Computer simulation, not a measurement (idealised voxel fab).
The following is a process module called voxel gate over fins.
In the cross-section labelled cut, the width is 280 nm and each square cell is 5 nm.
Each cross-section below is a grid of square cells, stated as bands in top-down order, with one or more rows of cells making up each band. Basically the band line says how high the top is and how high the bottom is, in nm, and then what's in it from left to right, every material with its width in nm. Empty space shows up as "empty", and if a single material carries "throughout" it runs the full band edge to edge. Note: height 0 marks the level under which the wafer is uniformly one material as received. Lowest band unbounded below, written "from 0 down". Width: "30->40" (first number = top row, second number = bottom row, same change from row to row of cells). Key: "remained the same" - step with no changed cell in the cross-section. Voids not open to the top, 8 cells minimum: see "Fully enclosed voids". Written width x height at distance; distance is from the left edge; nm. Step line, after settings: the simulator's comment on this step. The line of a step may include "overlay nm". On a step with a mask, this value is how far to the right of its planned place the mask lay. A negative value means the mask lay to the left.
## The steps planned for the process are as follows
step 1: RECEIVE, material Si
step 2: CONFORMAL_DEP, material SiN, thk nm 10
step 3: DIRECTIONAL_DEP, material aC, thk nm 10
step 4: PATTERN, tone cover, mask id FINS, material resist, width nm 15, pitch nm 60, thk nm 30, overlay nm 0
step 5: DIRECTIONAL_ETCH, etch materials aC, depth nm 10
step 6: STRIP, etch materials resist
step 7: DIRECTIONAL_ETCH, etch materials SiN, depth nm 10
step 8: DIRECTIONAL_ETCH, etch materials Si, depth nm 35
step 9: STRIP, etch materials aC
step 10: FILL_DEP, material SiO2, thk nm 15
step 11: CMP, height nm 10
step 12: DIRECTIONAL_DEP, material aC, thk nm 10
step 13: PATTERN, tone open, mask id RAIL, material resist, width nm 15, thk nm 25, overlay nm 0
step 14: DIRECTIONAL_ETCH, etch materials aC, depth nm 10
step 15: STRIP, etch materials resist
step 16: DIRECTIONAL_ETCH, etch materials SiO2, depth nm 40
step 17: STRIP, etch materials aC
step 18: CONFORMAL_DEP, material TiN, thk nm 5
step 19: FILL_DEP, material W, thk nm 5
step 20: CMP, height nm 10
step 21: SELECTIVE_ETCH, etch materials W Ru TiN, depth nm 30
step 22: FILL_DEP, material SiO2, thk nm 5
step 23: CMP, height nm 10
step 24: SELECTIVE_ETCH, etch materials SiO2, depth nm 25
step 25: STRIP, etch materials SiN
step 26: CONFORMAL_DEP, material HfO2, thk nm 5
step 27: CONFORMAL_DEP, material TiN, thk nm 5
step 28: CONFORMAL_DEP, material TiAl, thk nm 5
step 29: CONFORMAL_DEP, material TiN, thk nm 5
step 30: FILL_DEP, material W, thk nm 10
step 31: CMP, height nm 25
step 32: CONFORMAL_DEP, material SiCN, thk nm 10
## First of two wafers, processed according to plan
## as received, after step 1
from 0 down: Si throughout
Fully enclosed voids: none
## Presented here is a cross-section of the wafer after step 2 has been performed
from 10 to 0: SiN throughout
Beneath the level 0, the cross-section is identical to its previous state.
## Presented here is a cross-section of the wafer after step 3 has been performed
from 20 to 10: aC throughout
Beneath the level 10, the cross-section is identical to its previous state.
## Presented here is a cross-section of the wafer after step 4 has been performed
from 50 to 20: empty 40 | resist 15 | empty 45 | resist 15 | empty 45 | resist 15 | empty 45 | resist 15 | empty 45
Beneath the level 20, the cross-section is identical to its previous state.
## Presented here is a cross-section of the wafer after step 5 has been performed
from 40 to 20: empty 40 | resist 15 | empty 45 | resist 15 | empty 45 | resist 15 | empty 45 | resist 15 | empty 45
from 20 to 10: empty 40 | aC 15 | empty 45 | aC 15 | empty 45 | aC 15 | empty 45 | aC 15 | empty 45
Beneath the level 10, the cross-section is identical to its previous state.
## Presented here is a cross-section of the wafer after step 6 has been performed
from 20 to 10: empty 40 | aC 15 | empty 45 | aC 15 | empty 45 | aC 15 | empty 45 | aC 15 | empty 45
Beneath the level 10, the cross-section is identical to its previous state.
## Presented here is a cross-section of the wafer after step 7 has been performed
from 20 to 10: empty 40 | aC 15 | empty 45 | aC 15 | empty 45 | aC 15 | empty 45 | aC 15 | empty 45
from 10 to 0: empty 40 | SiN 15 | empty 45 | SiN 15 | empty 45 | SiN 15 | empty 45 | SiN 15 | empty 45
Beneath the level 0, the cross-section is identical to its previous state.
## Presented here is a cross-section of the wafer after step 8 has been performed
from 20 to 10: empty 40 | aC 15 | empty 45 | aC 15 | empty 45 | aC 15 | empty 45 | aC 15 | empty 45
from 10 to 0: empty 40 | SiN 15 | empty 45 | SiN 15 | empty 45 | SiN 15 | empty 45 | SiN 15 | empty 45
from 0 to -35: empty 40 | Si 15 | empty 45 | Si 15 | empty 45 | Si 15 | empty 45 | Si 15 | empty 45
Beneath the level -35, the cross-section is identical to its previous state.
## Presented here is a cross-section of the wafer after step 9 has been performed
from 10 to 0: empty 40 | SiN 15 | empty 45 | SiN 15 | empty 45 | SiN 15 | empty 45 | SiN 15 | empty 45
Beneath the level 0, the cross-section is identical to its previous state.
## Presented here is a cross-section of the wafer after step 10 has been performed
from 25 to 10: SiO2 throughout
from 10 to 0: SiO2 40 | SiN 15 | SiO2 45 | SiN 15 | SiO2 45 | SiN 15 | SiO2 45 | SiN 15 | SiO2 45
from 0 to -35: SiO2 40 | Si 15 | SiO2 45 | Si 15 | SiO2 45 | Si 15 | SiO2 45 | Si 15 | SiO2 45
Beneath the level -35, the cross-section is identical to its previous state.
## Presented here is a cross-section of the wafer after step 11 has been performed
from 10 to 0: SiO2 40 | SiN 15 | SiO2 45 | SiN 15 | SiO2 45 | SiN 15 | SiO2 45 | SiN 15 | SiO2 45
Beneath the level 0, the cross-section is identical to its previous state.
## Presented here is a cross-section of the wafer after step 12 has been performed
from 20 to 10: aC throughout
Beneath the level 10, the cross-section is identical to its previous state.
## Presented here is a cross-section of the wafer after step 13 has been performed
from 45 to 20: resist 70 | empty 15 | resist 195
Beneath the level 20, the cross-section is identical to its previous state.
## Presented here is a cross-section of the wafer after step 14 has been performed
from 35 to 20: resist 70 | empty 15 | resist 195
from 20 to 10: aC 70 | empty 15 | aC 195
Beneath the level 10, the cross-section is identical to its previous state.
## Presented here is a cross-section of the wafer after step 15 has been performed
from 20 to 10: aC 70 | empty 15 | aC 195
Beneath the level 10, the cross-section is identical to its previous state.
## Presented here is a cross-section of the wafer after step 16 has been performed
from 20 to 10: aC 70 | empty 15 | aC 195
from 10 to 0: SiO2 40 | SiN 15 | SiO2 15 | empty 15 | SiO2 15 | SiN 15 | SiO2 45 | SiN 15 | SiO2 45 | SiN 15 | SiO2 45
from 0 to -30: SiO2 40 | Si 15 | SiO2 15 | empty 15 | SiO2 15 | Si 15 | SiO2 45 | Si 15 | SiO2 45 | Si 15 | SiO2 45
Beneath the level -30, the cross-section is identical to its previous state.
## Presented here is a cross-section of the wafer after step 17 has been performed
from 10 to 0: SiO2 40 | SiN 15 | SiO2 15 | empty 15 | SiO2 15 | SiN 15 | SiO2 45 | SiN 15 | SiO2 45 | SiN 15 | SiO2 45
Beneath the level 0, the cross-section is identical to its previous state.
## Presented here is a cross-section of the wafer after step 18 has been performed
from 15 to 10: TiN 75 | empty 5 | TiN 200
from 10 to 0: SiO2 40 | SiN 15 | SiO2 15 | TiN 5 | empty 5 | TiN 5 | SiO2 15 | SiN 15 | SiO2 45 | SiN 15 | SiO2 45 | SiN 15 | SiO2 45
from 0 to -25: SiO2 40 | Si 15 | SiO2 15 | TiN 5 | empty 5 | TiN 5 | SiO2 15 | Si 15 | SiO2 45 | Si 15 | SiO2 45 | Si 15 | SiO2 45
from -25 to -30: SiO2 40 | Si 15 | SiO2 15 | TiN 15 | SiO2 15 | Si 15 | SiO2 45 | Si 15 | SiO2 45 | Si 15 | SiO2 45
Beneath the level -30, the cross-section is identical to its previous state.
## Presented here is a cross-section of the wafer after step 19 has been performed
from 20 to 15: W throughout
from 15 to 10: TiN 75 | W 5 | TiN 200
from 10 to 0: SiO2 40 | SiN 15 | SiO2 15 | TiN 5 | W 5 | TiN 5 | SiO2 15 | SiN 15 | SiO2 45 | SiN 15 | SiO2 45 | SiN 15 | SiO2 45
from 0 to -25: SiO2 40 | Si 15 | SiO2 15 | TiN 5 | W 5 | TiN 5 | SiO2 15 | Si 15 | SiO2 45 | Si 15 | SiO2 45 | Si 15 | SiO2 45
Beneath the level -25, the cross-section is identical to its previous state.
## Presented here is a cross-section of the wafer after step 20 has been performed
from 10 to 0: SiO2 40 | SiN 15 | SiO2 15 | TiN 5 | W 5 | TiN 5 | SiO2 15 | SiN 15 | SiO2 45 | SiN 15 | SiO2 45 | SiN 15 | SiO2 45
Beneath the level 0, the cross-section is identical to its previous state.
## Presented here is a cross-section of the wafer after step 21 has been performed
from 10 to 0: SiO2 40 | SiN 15 | SiO2 15 | empty 15 | SiO2 15 | SiN 15 | SiO2 45 | SiN 15 | SiO2 45 | SiN 15 | SiO2 45
from 0 to -20: SiO2 40 | Si 15 | SiO2 15 | empty 15 | SiO2 15 | Si 15 | SiO2 45 | Si 15 | SiO2 45 | Si 15 | SiO2 45
Beneath the level -20, the cross-section is identical to its previous state.
## Presented here is a cross-section of the wafer after step 22 has been performed
from 15 to 10: SiO2 throughout
from 10 to 0: SiO2 40 | SiN 15 | SiO2 45 | SiN 15 | SiO2 45 | SiN 15 | SiO2 45 | SiN 15 | SiO2 45
from 0 to -20: SiO2 40 | Si 15 | SiO2 45 | Si 15 | SiO2 45 | Si 15 | SiO2 45 | Si 15 | SiO2 45
Beneath the level -20, the cross-section is identical to its previous state.
## Presented here is a cross-section of the wafer after step 23 has been performed
from 10 to 0: SiO2 40 | SiN 15 | SiO2 45 | SiN 15 | SiO2 45 | SiN 15 | SiO2 45 | SiN 15 | SiO2 45
Beneath the level 0, the cross-section is identical to its previous state.
## Presented here is a cross-section of the wafer after step 24 has been performed
from 10 to 0: empty 40 | SiN 15 | empty 45 | SiN 15 | empty 45 | SiN 15 | empty 45 | SiN 15 | empty 45
from 0 to -15: empty 40 | Si 15 | empty 45 | Si 15 | empty 45 | Si 15 | empty 45 | Si 15 | empty 45
Beneath the level -15, the cross-section is identical to its previous state.
## Presented here is a cross-section of the wafer after step 25 has been performed
from 0 to -15: empty 40 | Si 15 | empty 45 | Si 15 | empty 45 | Si 15 | empty 45 | Si 15 | empty 45
Beneath the level -15, the cross-section is identical to its previous state.
## Presented here is a cross-section of the wafer after step 26 has been performed
from 5 to 0: empty 35 | HfO2 25 | empty 35 | HfO2 25 | empty 35 | HfO2 25 | empty 35 | HfO2 25 | empty 40
from 0 to -10: empty 35 | HfO2 5 | Si 15 | HfO2 5 | empty 35 | HfO2 5 | Si 15 | HfO2 5 | empty 35 | HfO2 5 | Si 15 | HfO2 5 | empty 35 | HfO2 5 | Si 15 | HfO2 5 | empty 40
from -10 to -15: HfO2 40 | Si 15 | HfO2 45 | Si 15 | HfO2 45 | Si 15 | HfO2 45 | Si 15 | HfO2 45
Beneath the level -15, the cross-section is identical to its previous state.
## Presented here is a cross-section of the wafer after step 27 has been performed
from 10 to 5: empty 30 | TiN 35 | empty 25 | TiN 35 | empty 25 | TiN 35 | empty 25 | TiN 35 | empty 35
from 5 to 0: empty 30 | TiN 5 | HfO2 25 | TiN 5 | empty 25 | TiN 5 | HfO2 25 | TiN 5 | empty 25 | TiN 5 | HfO2 25 | TiN 5 | empty 25 | TiN 5 | HfO2 25 | TiN 5 | empty 35
from 0 to -5: empty 30 | TiN 5 | HfO2 5 | Si 15 | HfO2 5 | TiN 5 | empty 25 | TiN 5 | HfO2 5 | Si 15 | HfO2 5 | TiN 5 | empty 25 | TiN 5 | HfO2 5 | Si 15 | HfO2 5 | TiN 5 | empty 25 | TiN 5 | HfO2 5 | Si 15 | HfO2 5 | TiN 5 | empty 35
from -5 to -10: TiN 35 | HfO2 5 | Si 15 | HfO2 5 | TiN 35 | HfO2 5 | Si 15 | HfO2 5 | TiN 35 | HfO2 5 | Si 15 | HfO2 5 | TiN 35 | HfO2 5 | Si 15 | HfO2 5 | TiN 40
Beneath the level -10, the cross-section is identical to its previous state.
## Presented here is a cross-section of the wafer after step 28 has been performed
from 15 to 10: empty 25 | TiAl 45 | empty 15 | TiAl 45 | empty 15 | TiAl 45 | empty 15 | TiAl 45 | empty 30
from 10 to 5: empty 25 | TiAl 5 | TiN 35 | TiAl 5 | empty 15 | TiAl 5 | TiN 35 | TiAl 5 | empty 15 | TiAl 5 | TiN 35 | TiAl 5 | empty 15 | TiAl 5 | TiN 35 | TiAl 5 | empty 30
from 5 to 0: empty 25 | TiAl 5 | TiN 5 | HfO2 25 | TiN 5 | TiAl 5 | empty 15 | TiAl 5 | TiN 5 | HfO2 25 | TiN 5 | TiAl 5 | empty 15 | TiAl 5 | TiN 5 | HfO2 25 | TiN 5 | TiAl 5 | empty 15 | TiAl 5 | TiN 5 | HfO2 25 | TiN 5 | TiAl 5 | empty 30
from 0 to -5: TiAl 30 | TiN 5 | HfO2 5 | Si 15 | HfO2 5 | TiN 5 | TiAl 25 | TiN 5 | HfO2 5 | Si 15 | HfO2 5 | TiN 5 | TiAl 25 | TiN 5 | HfO2 5 | Si 15 | HfO2 5 | TiN 5 | TiAl 25 | TiN 5 | HfO2 5 | Si 15 | HfO2 5 | TiN 5 | TiAl 35
Beneath the level -5, the cross-section is identical to its previous state.
## Presented here is a cross-section of the wafer after step 29 has been performed
from 20 to 15: empty 20 | TiN 55 | empty 5 | TiN 55 | empty 5 | TiN 55 | empty 5 | TiN 55 | empty 25
from 15 to 10: empty 20 | TiN 5 | TiAl 45 | TiN 5 | empty 5 | TiN 5 | TiAl 45 | TiN 5 | empty 5 | TiN 5 | TiAl 45 | TiN 5 | empty 5 | TiN 5 | TiAl 45 | TiN 5 | empty 25
from 10 to 5: empty 20 | TiN 5 | TiAl 5 | TiN 35 | TiAl 5 | TiN 5 | empty 5 | TiN 5 | TiAl 5 | TiN 35 | TiAl 5 | TiN 5 | empty 5 | TiN 5 | TiAl 5 | TiN 35 | TiAl 5 | TiN 5 | empty 5 | TiN 5 | TiAl 5 | TiN 35 | TiAl 5 | TiN 5 | empty 25
from 5 to 0: TiN 25 | TiAl 5 | TiN 5 | HfO2 25 | TiN 5 | TiAl 5 | TiN 15 | TiAl 5 | TiN 5 | HfO2 25 | TiN 5 | TiAl 5 | TiN 15 | TiAl 5 | TiN 5 | HfO2 25 | TiN 5 | TiAl 5 | TiN 15 | TiAl 5 | TiN 5 | HfO2 25 | TiN 5 | TiAl 5 | TiN 30
Beneath the level 0, the cross-section is identical to its previous state.
## Presented here is a cross-section of the wafer after step 30 has been performed
from 30 to 20: W throughout
from 20 to 15: W 20 | TiN 55 | W 5 | TiN 55 | W 5 | TiN 55 | W 5 | TiN 55 | W 25
from 15 to 10: W 20 | TiN 5 | TiAl 45 | TiN 5 | W 5 | TiN 5 | TiAl 45 | TiN 5 | W 5 | TiN 5 | TiAl 45 | TiN 5 | W 5 | TiN 5 | TiAl 45 | TiN 5 | W 25
from 10 to 5: W 20 | TiN 5 | TiAl 5 | TiN 35 | TiAl 5 | TiN 5 | W 5 | TiN 5 | TiAl 5 | TiN 35 | TiAl 5 | TiN 5 | W 5 | TiN 5 | TiAl 5 | TiN 35 | TiAl 5 | TiN 5 | W 5 | TiN 5 | TiAl 5 | TiN 35 | TiAl 5 | TiN 5 | W 25
Beneath the level 5, the cross-section is identical to its previous state.
## Presented here is a cross-section of the wafer after step 31 has been performed
from 25 to 20: W throughout
Beneath the level 20, the cross-section is identical to its previous state.
## Presented here is a cross-section of the wafer after step 32 has been performed
from 35 to 25: SiCN throughout
Beneath the level 25, the cross-section is identical to its previous state.
## Okay, second wafer. Nothing different at the start, nothing different in the plan, just one mistake somewhere in the running. As far as step 3, counting that step, it's the first wafer all over again
## The second wafer cut through, at the time step 4 was supposed to be finished
from 50 to 20: empty 45 | resist 15 | empty 45 | resist 15 | empty 45 | resist 15 | empty 45 | resist 15 | empty 40
Beneath the level 20, the cross-section is identical to its previous state.
## The second wafer cut through, at the time step 5 was supposed to be finished
from 40 to 20: empty 45 | resist 15 | empty 45 | resist 15 | empty 45 | resist 15 | empty 45 | resist 15 | empty 40
from 20 to 10: empty 45 | aC 15 | empty 45 | aC 15 | empty 45 | aC 15 | empty 45 | aC 15 | empty 40
Beneath the level 10, the cross-section is identical to its previous state.
## The second wafer cut through, at the time step 6 was supposed to be finished
from 20 to 10: empty 45 | aC 15 | empty 45 | aC 15 | empty 45 | aC 15 | empty 45 | aC 15 | empty 40
Beneath the level 10, the cross-section is identical to its previous state.
## The second wafer cut through, at the time step 7 was supposed to be finished
from 20 to 10: empty 45 | aC 15 | empty 45 | aC 15 | empty 45 | aC 15 | empty 45 | aC 15 | empty 40
from 10 to 0: empty 45 | SiN 15 | empty 45 | SiN 15 | empty 45 | SiN 15 | empty 45 | SiN 15 | empty 40
Beneath the level 0, the cross-section is identical to its previous state.
## The second wafer cut through, at the time step 8 was supposed to be finished
from 20 to 10: empty 45 | aC 15 | empty 45 | aC 15 | empty 45 | aC 15 | empty 45 | aC 15 | empty 40
from 10 to 0: empty 45 | SiN 15 | empty 45 | SiN 15 | empty 45 | SiN 15 | empty 45 | SiN 15 | empty 40
from 0 to -35: empty 45 | Si 15 | empty 45 | Si 15 | empty 45 | Si 15 | empty 45 | Si 15 | empty 40
Beneath the level -35, the cross-section is identical to its previous state.
## The second wafer cut through, at the time step 9 was supposed to be finished
from 10 to 0: empty 45 | SiN 15 | empty 45 | SiN 15 | empty 45 | SiN 15 | empty 45 | SiN 15 | empty 40
Beneath the level 0, the cross-section is identical to its previous state.
## The second wafer cut through, at the time step 10 was supposed to be finished
from 25 to 10: SiO2 throughout
from 10 to 0: SiO2 45 | SiN 15 | SiO2 45 | SiN 15 | SiO2 45 | SiN 15 | SiO2 45 | SiN 15 | SiO2 40
from 0 to -35: SiO2 45 | Si 15 | SiO2 45 | Si 15 | SiO2 45 | Si 15 | SiO2 45 | Si 15 | SiO2 40
Beneath the level -35, the cross-section is identical to its previous state.
## The second wafer cut through, at the time step 11 was supposed to be finished
from 10 to 0: SiO2 45 | SiN 15 | SiO2 45 | SiN 15 | SiO2 45 | SiN 15 | SiO2 45 | SiN 15 | SiO2 40
Beneath the level 0, the cross-section is identical to its previous state.
## The second wafer cut through, at the time step 12 was supposed to be finished
from 20 to 10: aC throughout
Beneath the level 10, the cross-section is identical to its previous state.
## The second wafer cut through, at the time step 13 was supposed to be finished
from 45 to 20: resist 70 | empty 15 | resist 195
Beneath the level 20, the cross-section is identical to its previous state.
## The second wafer cut through, at the time step 14 was supposed to be finished
from 35 to 20: resist 70 | empty 15 | resist 195
from 20 to 10: aC 70 | empty 15 | aC 195
Beneath the level 10, the cross-section is identical to its previous state.
## The second wafer cut through, at the time step 15 was supposed to be finished
from 20 to 10: aC 70 | empty 15 | aC 195
Beneath the level 10, the cross-section is identical to its previous state.
## The second wafer cut through, at the time step 16 was supposed to be finished
from 20 to 10: aC 70 | empty 15 | aC 195
from 10 to 0: SiO2 45 | SiN 15 | SiO2 10 | empty 15 | SiO2 20 | SiN 15 | SiO2 45 | SiN 15 | SiO2 45 | SiN 15 | SiO2 40
from 0 to -30: SiO2 45 | Si 15 | SiO2 10 | empty 15 | SiO2 20 | Si 15 | SiO2 45 | Si 15 | SiO2 45 | Si 15 | SiO2 40
Beneath the level -30, the cross-section is identical to its previous state.
## The second wafer cut through, at the time step 17 was supposed to be finished
from 10 to 0: SiO2 45 | SiN 15 | SiO2 10 | empty 15 | SiO2 20 | SiN 15 | SiO2 45 | SiN 15 | SiO2 45 | SiN 15 | SiO2 40
Beneath the level 0, the cross-section is identical to its previous state.
## The second wafer cut through, at the time step 18 was supposed to be finished
from 15 to 10: TiN 75 | empty 5 | TiN 200
from 10 to 0: SiO2 45 | SiN 15 | SiO2 10 | TiN 5 | empty 5 | TiN 5 | SiO2 20 | SiN 15 | SiO2 45 | SiN 15 | SiO2 45 | SiN 15 | SiO2 40
from 0 to -25: SiO2 45 | Si 15 | SiO2 10 | TiN 5 | empty 5 | TiN 5 | SiO2 20 | Si 15 | SiO2 45 | Si 15 | SiO2 45 | Si 15 | SiO2 40
from -25 to -30: SiO2 45 | Si 15 | SiO2 10 | TiN 15 | SiO2 20 | Si 15 | SiO2 45 | Si 15 | SiO2 45 | Si 15 | SiO2 40
Beneath the level -30, the cross-section is identical to its previous state.
## The second wafer cut through, at the time step 19 was supposed to be finished
from 20 to 15: W throughout
from 15 to 10: TiN 75 | W 5 | TiN 200
from 10 to 0: SiO2 45 | SiN 15 | SiO2 10 | TiN 5 | W 5 | TiN 5 | SiO2 20 | SiN 15 | SiO2 45 | SiN 15 | SiO2 45 | SiN 15 | SiO2 40
from 0 to -25: SiO2 45 | Si 15 | SiO2 10 | TiN 5 | W 5 | TiN 5 | SiO2 20 | Si 15 | SiO2 45 | Si 15 | SiO2 45 | Si 15 | SiO2 40
Beneath the level -25, the cross-section is identical to its previous state.
## The second wafer cut through, at the time step 20 was supposed to be finished
from 10 to 0: SiO2 45 | SiN 15 | SiO2 10 | TiN 5 | W 5 | TiN 5 | SiO2 20 | SiN 15 | SiO2 45 | SiN 15 | SiO2 45 | SiN 15 | SiO2 40
Beneath the level 0, the cross-section is identical to its previous state.
## The second wafer cut through, at the time step 21 was supposed to be finished
from 10 to 0: SiO2 45 | SiN 15 | SiO2 10 | empty 15 | SiO2 20 | SiN 15 | SiO2 45 | SiN 15 | SiO2 45 | SiN 15 | SiO2 40
from 0 to -20: SiO2 45 | Si 15 | SiO2 10 | empty 15 | SiO2 20 | Si 15 | SiO2 45 | Si 15 | SiO2 45 | Si 15 | SiO2 40
Beneath the level -20, the cross-section is identical to its previous state.
## The second wafer cut through, at the time step 22 was supposed to be finished
from 15 to 10: SiO2 throughout
from 10 to 0: SiO2 45 | SiN 15 | SiO2 45 | SiN 15 | SiO2 45 | SiN 15 | SiO2 45 | SiN 15 | SiO2 40
from 0 to -20: SiO2 45 | Si 15 | SiO2 45 | Si 15 | SiO2 45 | Si 15 | SiO2 45 | Si 15 | SiO2 40
Beneath the level -20, the cross-section is identical to its previous state.
## The second wafer cut through, at the time step 23 was supposed to be finished
from 10 to 0: SiO2 45 | SiN 15 | SiO2 45 | SiN 15 | SiO2 45 | SiN 15 | SiO2 45 | SiN 15 | SiO2 40
Beneath the level 0, the cross-section is identical to its previous state.
## The second wafer cut through, at the time step 24 was supposed to be finished
from 10 to 0: empty 45 | SiN 15 | empty 45 | SiN 15 | empty 45 | SiN 15 | empty 45 | SiN 15 | empty 40
from 0 to -15: empty 45 | Si 15 | empty 45 | Si 15 | empty 45 | Si 15 | empty 45 | Si 15 | empty 40
Beneath the level -15, the cross-section is identical to its previous state.
## The second wafer cut through, at the time step 25 was supposed to be finished
from 0 to -15: empty 45 | Si 15 | empty 45 | Si 15 | empty 45 | Si 15 | empty 45 | Si 15 | empty 40
Beneath the level -15, the cross-section is identical to its previous state.
## The second wafer cut through, at the time step 26 was supposed to be finished
from 5 to 0: empty 40 | HfO2 25 | empty 35 | HfO2 25 | empty 35 | HfO2 25 | empty 35 | HfO2 25 | empty 35
from 0 to -10: empty 40 | HfO2 5 | Si 15 | HfO2 5 | empty 35 | HfO2 5 | Si 15 | HfO2 5 | empty 35 | HfO2 5 | Si 15 | HfO2 5 | empty 35 | HfO2 5 | Si 15 | HfO2 5 | empty 35
from -10 to -15: HfO2 45 | Si 15 | HfO2 45 | Si 15 | HfO2 45 | Si 15 | HfO2 45 | Si 15 | HfO2 40
Beneath the level -15, the cross-section is identical to its previous state.
## The second wafer cut through, at the time step 27 was supposed to be finished
from 10 to 5: empty 35 | TiN 35 | empty 25 | TiN 35 | empty 25 | TiN 35 | empty 25 | TiN 35 | empty 30
from 5 to 0: empty 35 | TiN 5 | HfO2 25 | TiN 5 | empty 25 | TiN 5 | HfO2 25 | TiN 5 | empty 25 | TiN 5 | HfO2 25 | TiN 5 | empty 25 | TiN 5 | HfO2 25 | TiN 5 | empty 30
from 0 to -5: empty 35 | TiN 5 | HfO2 5 | Si 15 | HfO2 5 | TiN 5 | empty 25 | TiN 5 | HfO2 5 | Si 15 | HfO2 5 | TiN 5 | empty 25 | TiN 5 | HfO2 5 | Si 15 | HfO2 5 | TiN 5 | empty 25 | TiN 5 | HfO2 5 | Si 15 | HfO2 5 | TiN 5 | empty 30
from -5 to -10: TiN 40 | HfO2 5 | Si 15 | HfO2 5 | TiN 35 | HfO2 5 | Si 15 | HfO2 5 | TiN 35 | HfO2 5 | Si 15 | HfO2 5 | TiN 35 | HfO2 5 | Si 15 | HfO2 5 | TiN 35
Beneath the level -10, the cross-section is identical to its previous state.
## The second wafer cut through, at the time step 28 was supposed to be finished
from 15 to 10: empty 30 | TiAl 45 | empty 15 | TiAl 45 | empty 15 | TiAl 45 | empty 15 | TiAl 45 | empty 25
from 10 to 5: empty 30 | TiAl 5 | TiN 35 | TiAl 5 | empty 15 | TiAl 5 | TiN 35 | TiAl 5 | empty 15 | TiAl 5 | TiN 35 | TiAl 5 | empty 15 | TiAl 5 | TiN 35 | TiAl 5 | empty 25
from 5 to 0: empty 30 | TiAl 5 | TiN 5 | HfO2 25 | TiN 5 | TiAl 5 | empty 15 | TiAl 5 | TiN 5 | HfO2 25 | TiN 5 | TiAl 5 | empty 15 | TiAl 5 | TiN 5 | HfO2 25 | TiN 5 | TiAl 5 | empty 15 | TiAl 5 | TiN 5 | HfO2 25 | TiN 5 | TiAl 5 | empty 25
from 0 to -5: TiAl 35 | TiN 5 | HfO2 5 | Si 15 | HfO2 5 | TiN 5 | TiAl 25 | TiN 5 | HfO2 5 | Si 15 | HfO2 5 | TiN 5 | TiAl 25 | TiN 5 | HfO2 5 | Si 15 | HfO2 5 | TiN 5 | TiAl 25 | TiN 5 | HfO2 5 | Si 15 | HfO2 5 | TiN 5 | TiAl 30
Beneath the level -5, the cross-section is identical to its previous state.
## The second wafer cut through, at the time step 29 was supposed to be finished
from 20 to 15: empty 25 | TiN 55 | empty 5 | TiN 55 | empty 5 | TiN 55 | empty 5 | TiN 55 | empty 20
from 15 to 10: empty 25 | TiN 5 | TiAl 45 | TiN 5 | empty 5 | TiN 5 | TiAl 45 | TiN 5 | empty 5 | TiN 5 | TiAl 45 | TiN 5 | empty 5 | TiN 5 | TiAl 45 | TiN 5 | empty 20
from 10 to 5: empty 25 | TiN 5 | TiAl 5 | TiN 35 | TiAl 5 | TiN 5 | empty 5 | TiN 5 | TiAl 5 | TiN 35 | TiAl 5 | TiN 5 | empty 5 | TiN 5 | TiAl 5 | TiN 35 | TiAl 5 | TiN 5 | empty 5 | TiN 5 | TiAl 5 | TiN 35 | TiAl 5 | TiN 5 | empty 20
from 5 to 0: TiN 30 | TiAl 5 | TiN 5 | HfO2 25 | TiN 5 | TiAl 5 | TiN 15 | TiAl 5 | TiN 5 | HfO2 25 | TiN 5 | TiAl 5 | TiN 15 | TiAl 5 | TiN 5 | HfO2 25 | TiN 5 | TiAl 5 | TiN 15 | TiAl 5 | TiN 5 | HfO2 25 | TiN 5 | TiAl 5 | TiN 25
Beneath the level 0, the cross-section is identical to its previous state.
## The second wafer cut through, at the time step 30 was supposed to be finished
from 30 to 20: W throughout
from 20 to 15: W 25 | TiN 55 | W 5 | TiN 55 | W 5 | TiN 55 | W 5 | TiN 55 | W 20
from 15 to 10: W 25 | TiN 5 | TiAl 45 | TiN 5 | W 5 | TiN 5 | TiAl 45 | TiN 5 | W 5 | TiN 5 | TiAl 45 | TiN 5 | W 5 | TiN 5 | TiAl 45 | TiN 5 | W 20
from 10 to 5: W 25 | TiN 5 | TiAl 5 | TiN 35 | TiAl 5 | TiN 5 | W 5 | TiN 5 | TiAl 5 | TiN 35 | TiAl 5 | TiN 5 | W 5 | TiN 5 | TiAl 5 | TiN 35 | TiAl 5 | TiN 5 | W 5 | TiN 5 | TiAl 5 | TiN 35 | TiAl 5 | TiN 5 | W 20
Beneath the level 5, the cross-section is identical to its previous state.
## The second wafer cut through, at the time step 31 was supposed to be finished
from 25 to 20: W throughout
Beneath the level 20, the cross-section is identical to its previous state.
## The second wafer cut through, at the time step 32 was supposed to be finished
from 35 to 25: SiCN throughout
Beneath the level 25, the cross-section is identical to its previous state.
Diagnosis: step 4 ran as: PATTERN, tone cover, mask id FINS, material resist, width nm 15, pitch nm 60, thk nm 30, overlay nm 5
If you tally the cells, the second wafer ends up with the same amount of every material as the first; it's all just sitting in different places.
